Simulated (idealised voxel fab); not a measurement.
The following is a process module called voxel trench capacitor.
cross-section cut | 240 nm wide | cells 5 nm
Reading order for cross-sections: top band down to bottom band. Underlying form: a grid of square cells. Band size: one or more rows of cells. Band entry format. Leading values: height of top, height of bottom, nm. Remainder: materials in left-to-right order, each with its width in nm. Special words: "everywhere" on a single material, which then fills the band edge to edge; "blank", empty space. Where do heights start? At 0: under that level the wafer as delivered is made of one material only. And the lowest band has no floor; it just carries on downward, as in "top 0, no bottom". Width "30 to 40": first value at the band's top row of cells, second value at its bottom row, equal change from row to row. Reading "nothing was modified" for a step: not a cell of the cross-section changed in it. "Closed void roster" specifies each empty space that is not open to the top and that occupies no fewer than 8 cells, using the form width x height at distance, the distance measured from the left edge and all three quantities in nm. Note: text after step settings on the step line = simulator remark on that step. Regarding "overlay nm": on a step with a mask, it is the distance the mask lay to the right of its planned place; a negative value places it to the left.

[Planned process steps]
1) RECEIVE, material Si
2) CONFORMAL_DEP, material SiN, thk nm 5
3) PATTERN, tone open, mask id TRENCH, material resist, width nm 25, pitch nm 40, thk nm 15, overlay nm 0
4) DIRECTIONAL_ETCH, etch materials SiN, depth nm 5
5) DIRECTIONAL_ETCH, etch materials Si, depth nm 40
6) STRIP, etch materials resist
7) CONFORMAL_DEP, material Al2O3, thk nm 5
8) CONFORMAL_DEP, material TiN, thk nm 5
9) FILL_DEP, material W, thk nm 5
10) CMP, height nm 5

[as received, after step 1]
top 0, no bottom  Si everywhere
Closed void roster: none

[Module complete - cross-section of the first of two wafers, run according to plan]
top 5, bottom 0  SiN (45); Al2O3 (5); TiN (5); W (5); TiN (5); Al2O3 (5); SiN (15); Al2O3 (5); TiN (5); W (5); TiN (5); Al2O3 (5); SiN (15); Al2O3 (5); TiN (5); W (5); TiN (5); Al2O3 (5); SiN (15); Al2O3 (5); TiN (5); W (5); TiN (5); Al2O3 (5); SiN (50)
top 0, bottom -30  Si (45); Al2O3 (5); TiN (5); W (5); TiN (5); Al2O3 (5); Si (15); Al2O3 (5); TiN (5); W (5); TiN (5); Al2O3 (5); Si (15); Al2O3 (5); TiN (5); W (5); TiN (5); Al2O3 (5); Si (15); Al2O3 (5); TiN (5); W (5); TiN (5); Al2O3 (5); Si (50)
top -30, bottom -35  Si (45); Al2O3 (5); TiN (15); Al2O3 (5); Si (15); Al2O3 (5); TiN (15); Al2O3 (5); Si (15); Al2O3 (5); TiN (15); Al2O3 (5); Si (15); Al2O3 (5); TiN (15); Al2O3 (5); Si (50)
top -35, bottom -40  Si (45); Al2O3 (25); Si (15); Al2O3 (25); Si (15); Al2O3 (25); Si (15); Al2O3 (25); Si (50)
top -40, no bottom  Si everywhere
Closed void roster: none

[Now the second wafer, cross-sectioned at the end of the module. Nothing different at the start, nothing different in the plan compared with the first, just one mistake when it was actually run]
top 5, bottom 0  SiN (50); Al2O3 (5); TiN (5); Al2O3 (5); SiN (25); Al2O3 (5); TiN (5); Al2O3 (5); SiN (25); Al2O3 (5); TiN (5); Al2O3 (5); SiN (25); Al2O3 (5); TiN (5); Al2O3 (5); SiN (55)
top 0, bottom -35  Si (50); Al2O3 (5); TiN (5); Al2O3 (5); Si (25); Al2O3 (5); TiN (5); Al2O3 (5); Si (25); Al2O3 (5); TiN (5); Al2O3 (5); Si (25); Al2O3 (5); TiN (5); Al2O3 (5); Si (55)
top -35, bottom -40  Si (50); Al2O3 (15); Si (25); Al2O3 (15); Si (25); Al2O3 (15); Si (25); Al2O3 (15); Si (55)
top -40, no bottom  Si everywhere
Closed void roster: none
what went wrong: step 3 deviated from plan and actually ran as PATTERN, tone open, mask id TRENCH, material resist, width nm 15, pitch nm 40, thk nm 15, overlay nm 0
Final comparison by cell count, materials where the second wafer has more or fewer than the first: -8 Al2O3; +64 Si; +8 SiN; -36 TiN; -28 W
